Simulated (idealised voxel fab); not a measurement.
process module | voxel self aligned vias
cross-section cut | 255 nm wide | cells 5 nm
A cross-section is a grid of square cells, given in bands from the top down. A band is one or more rows of cells.
Each band's line starts with the height of the band's top and of its bottom, in nm. Then come its materials from left to right, each with its width in nm. One material with "throughout" fills the band from edge to edge. "air" is empty space.
Height 0 is the level under which the wafer as received is all one material. The lowest band goes on downwards, as in "0 down".
A width such as "30 to 40" changes by the same amount from each row of cells to the next, from the band's top row to its bottom row.
"no change" after a step means that no cell of the cross-section changed.
closed voids: empty space of 8 cells or more with no open way to the top, each as width x height at its distance from the left edge, in nm
after a step's settings: what the simulator itself notes on the step
overlay nm, on a step with a mask: how far to the right of its planned place the mask lay; to the left if negative
plan
1 op RECEIVE | material Si
2 op CONFORMAL_DEP | material SiO2 | thk nm 15
3 op CONFORMAL_DEP | material SiCN | thk nm 5
4 op DIRECTIONAL_DEP | material SiO2 | thk nm 25
5 op PATTERN | tone open | mask id LINES | material resist | width nm 30 | pitch nm 70 | thk nm 20 | overlay nm 0
6 op DIRECTIONAL_ETCH | etch materials SiO2 | depth nm 25
7 op STRIP | etch materials resist
8 op CONFORMAL_DEP | material TiN | thk nm 5
9 op FILL_DEP | material W | thk nm 5
10 op CMP | height nm 45
11 op SELECTIVE_ETCH | etch materials W Ru TiN | depth nm 5
12 op FILL_DEP | material SiN | thk nm 5
13 op CMP | height nm 45
14 op DIRECTIONAL_DEP | material SiO2 | thk nm 20
15 op PATTERN | tone open | mask id VIAS | material resist | width nm 40 | pitch nm 70 | thk nm 20 | overlay nm 0
16 op DIRECTIONAL_ETCH | etch materials SiO2 | depth nm 20
17 op DIRECTIONAL_ETCH | etch materials SiN | depth nm 5
18 op STRIP | etch materials resist
19 op CONFORMAL_DEP | material TiN | thk nm 5
20 op FILL_DEP | material W | thk nm 5
21 op CMP | height nm 65
22 op CONFORMAL_DEP | material SiN | thk nm 5
first wafer, as planned
as received, after step 1
  0 down: Si throughout
  closed voids: none
after step 2
  15 to 0: SiO2 throughout
  below 0: unchanged
after step 3
  20 to 15: SiCN throughout
  below 15: unchanged
after step 4
  45 to 20: SiO2 throughout
  below 20: unchanged
after step 5
  65 to 45: resist 75 | air 30 | resist 40 | air 30 | resist 80
  below 45: unchanged
after step 6
  65 to 45: resist 75 | air 30 | resist 40 | air 30 | resist 80
  45 to 20: SiO2 75 | air 30 | SiO2 40 | air 30 | SiO2 80
  below 20: unchanged
after step 7
  45 to 20: SiO2 75 | air 30 | SiO2 40 | air 30 | SiO2 80
  below 20: unchanged
after step 8
  50 to 45: TiN 80 | air 20 | TiN 50 | air 20 | TiN 85
  45 to 25: SiO2 75 | TiN 5 | air 20 | TiN 5 | SiO2 40 | TiN 5 | air 20 | TiN 5 | SiO2 80
  25 to 20: SiO2 75 | TiN 30 | SiO2 40 | TiN 30 | SiO2 80
  below 20: unchanged
after step 9
  55 to 50: W throughout
  50 to 45: TiN 80 | W 20 | TiN 50 | W 20 | TiN 85
  45 to 25: SiO2 75 | TiN 5 | W 20 | TiN 5 | SiO2 40 | TiN 5 | W 20 | TiN 5 | SiO2 80
  below 25: unchanged
after step 10
  45 to 25: SiO2 75 | TiN 5 | W 20 | TiN 5 | SiO2 40 | TiN 5 | W 20 | TiN 5 | SiO2 80
  below 25: unchanged
after step 11
  45 to 40: SiO2 75 | air 30 | SiO2 40 | air 30 | SiO2 80
  below 40: unchanged
after step 12
  50 to 45: SiN throughout
  45 to 40: SiO2 75 | SiN 30 | SiO2 40 | SiN 30 | SiO2 80
  below 40: unchanged
after step 13
  45 to 40: SiO2 75 | SiN 30 | SiO2 40 | SiN 30 | SiO2 80
  below 40: unchanged
after step 14
  65 to 45: SiO2 throughout
  below 45: unchanged
after step 15
  85 to 65: resist 70 | air 40 | resist 30 | air 40 | resist 75
  below 65: unchanged
after step 16
  85 to 65: resist 70 | air 40 | resist 30 | air 40 | resist 75
  65 to 45: SiO2 70 | air 40 | SiO2 30 | air 40 | SiO2 75
  below 45: unchanged
after step 17
  85 to 65: resist 70 | air 40 | resist 30 | air 40 | resist 75
  65 to 45: SiO2 70 | air 40 | SiO2 30 | air 40 | SiO2 75
  45 to 40: SiO2 75 | air 30 | SiO2 40 | air 30 | SiO2 80
  below 40: unchanged
after step 18
  65 to 45: SiO2 70 | air 40 | SiO2 30 | air 40 | SiO2 75
  below 45: unchanged
after step 19
  70 to 65: TiN 75 | air 30 | TiN 40 | air 30 | TiN 80
  65 to 50: SiO2 70 | TiN 5 | air 30 | TiN 5 | SiO2 30 | TiN 5 | air 30 | TiN 5 | SiO2 75
  50 to 45: SiO2 70 | TiN 10 | air 20 | TiN 10 | SiO2 30 | TiN 10 | air 20 | TiN 10 | SiO2 75
  45 to 40: SiO2 75 | TiN 30 | SiO2 40 | TiN 30 | SiO2 80
  below 40: unchanged
after step 20
  75 to 70: W throughout
  70 to 65: TiN 75 | W 30 | TiN 40 | W 30 | TiN 80
  65 to 50: SiO2 70 | TiN 5 | W 30 | TiN 5 | SiO2 30 | TiN 5 | W 30 | TiN 5 | SiO2 75
  50 to 45: SiO2 70 | TiN 10 | W 20 | TiN 10 | SiO2 30 | TiN 10 | W 20 | TiN 10 | SiO2 75
  below 45: unchanged
after step 21
  65 to 50: SiO2 70 | TiN 5 | W 30 | TiN 5 | SiO2 30 | TiN 5 | W 30 | TiN 5 | SiO2 75
  below 50: unchanged
after step 22
  70 to 65: SiN throughout
  below 65: unchanged
second wafer: like start, like plan, one mistake. Through step 4 it matches the first wafer
when step 5 should have ended
  65 to 45: air 75 | resist 30 | air 40 | resist 30 | air 80
  below 45: unchanged
when step 6 should have ended
  65 to 45: air 75 | resist 30 | air 40 | resist 30 | air 80
  45 to 20: air 75 | SiO2 30 | air 40 | SiO2 30 | air 80
  below 20: unchanged
when step 7 should have ended
  45 to 20: air 75 | SiO2 30 | air 40 | SiO2 30 | air 80
  below 20: unchanged
when step 8 should have ended
  50 to 45: air 70 | TiN 40 | air 30 | TiN 40 | air 75
  45 to 25: air 70 | TiN 5 | SiO2 30 | TiN 5 | air 30 | TiN 5 | SiO2 30 | TiN 5 | air 75
  25 to 20: TiN 75 | SiO2 30 | TiN 40 | SiO2 30 | TiN 80
  below 20: unchanged
when step 9 should have ended
  55 to 50: W throughout
  50 to 45: W 70 | TiN 40 | W 30 | TiN 40 | W 75
  45 to 25: W 70 | TiN 5 | SiO2 30 | TiN 5 | W 30 | TiN 5 | SiO2 30 | TiN 5 | W 75
  below 25: unchanged
when step 10 should have ended
  45 to 25: W 70 | TiN 5 | SiO2 30 | TiN 5 | W 30 | TiN 5 | SiO2 30 | TiN 5 | W 75
  below 25: unchanged
when step 11 should have ended
  45 to 40: air 75 | SiO2 30 | air 40 | SiO2 30 | air 80
  below 40: unchanged
when step 12 should have ended
  50 to 45: SiN throughout
  45 to 40: SiN 75 | SiO2 30 | SiN 40 | SiO2 30 | SiN 80
  below 40: unchanged
when step 13 should have ended
  45 to 40: SiN 75 | SiO2 30 | SiN 40 | SiO2 30 | SiN 80
  below 40: unchanged
when step 14 should have ended
  65 to 45: SiO2 throughout
  below 45: unchanged
when step 15 should have ended
  85 to 65: resist 70 | air 40 | resist 30 | air 40 | resist 75
  below 65: unchanged
when step 16 should have ended
  85 to 65: resist 70 | air 40 | resist 30 | air 40 | resist 75
  65 to 45: SiO2 70 | air 40 | SiO2 30 | air 40 | SiO2 75
  below 45: unchanged
when step 17 should have ended
  85 to 65: resist 70 | air 40 | resist 30 | air 40 | resist 75
  65 to 45: SiO2 70 | air 40 | SiO2 30 | air 40 | SiO2 75
  45 to 40: SiN 70 | air 5 | SiO2 30 | air 5 | SiN 30 | air 5 | SiO2 30 | air 5 | SiN 75
  below 40: unchanged
when step 18 should have ended
  65 to 45: SiO2 70 | air 40 | SiO2 30 | air 40 | SiO2 75
  below 45: unchanged
when step 19 should have ended
  70 to 65: TiN 75 | air 30 | TiN 40 | air 30 | TiN 80
  65 to 50: SiO2 70 | TiN 5 | air 30 | TiN 5 | SiO2 30 | TiN 5 | air 30 | TiN 5 | SiO2 75
  50 to 45: SiO2 70 | TiN 40 | SiO2 30 | TiN 40 | SiO2 75
  45 to 40: SiN 70 | TiN 5 | SiO2 30 | TiN 5 | SiN 30 | TiN 5 | SiO2 30 | TiN 5 | SiN 75
  below 40: unchanged
when step 20 should have ended
  75 to 70: W throughout
  70 to 65: TiN 75 | W 30 | TiN 40 | W 30 | TiN 80
  65 to 50: SiO2 70 | TiN 5 | W 30 | TiN 5 | SiO2 30 | TiN 5 | W 30 | TiN 5 | SiO2 75
  below 50: unchanged
when step 21 should have ended
  65 to 50: SiO2 70 | TiN 5 | W 30 | TiN 5 | SiO2 30 | TiN 5 | W 30 | TiN 5 | SiO2 75
  below 50: unchanged
when step 22 should have ended
  70 to 65: SiN throughout
  below 65: unchanged
what went wrong: step 5 ran as: op PATTERN | tone cover | mask id LINES | material resist | width nm 30 | pitch nm 70 | thk nm 20 | overlay nm 0
at the end the second wafer has, in cells: 35 more of SiN | 135 fewer of SiO2 | 27 more of TiN | 73 more of W
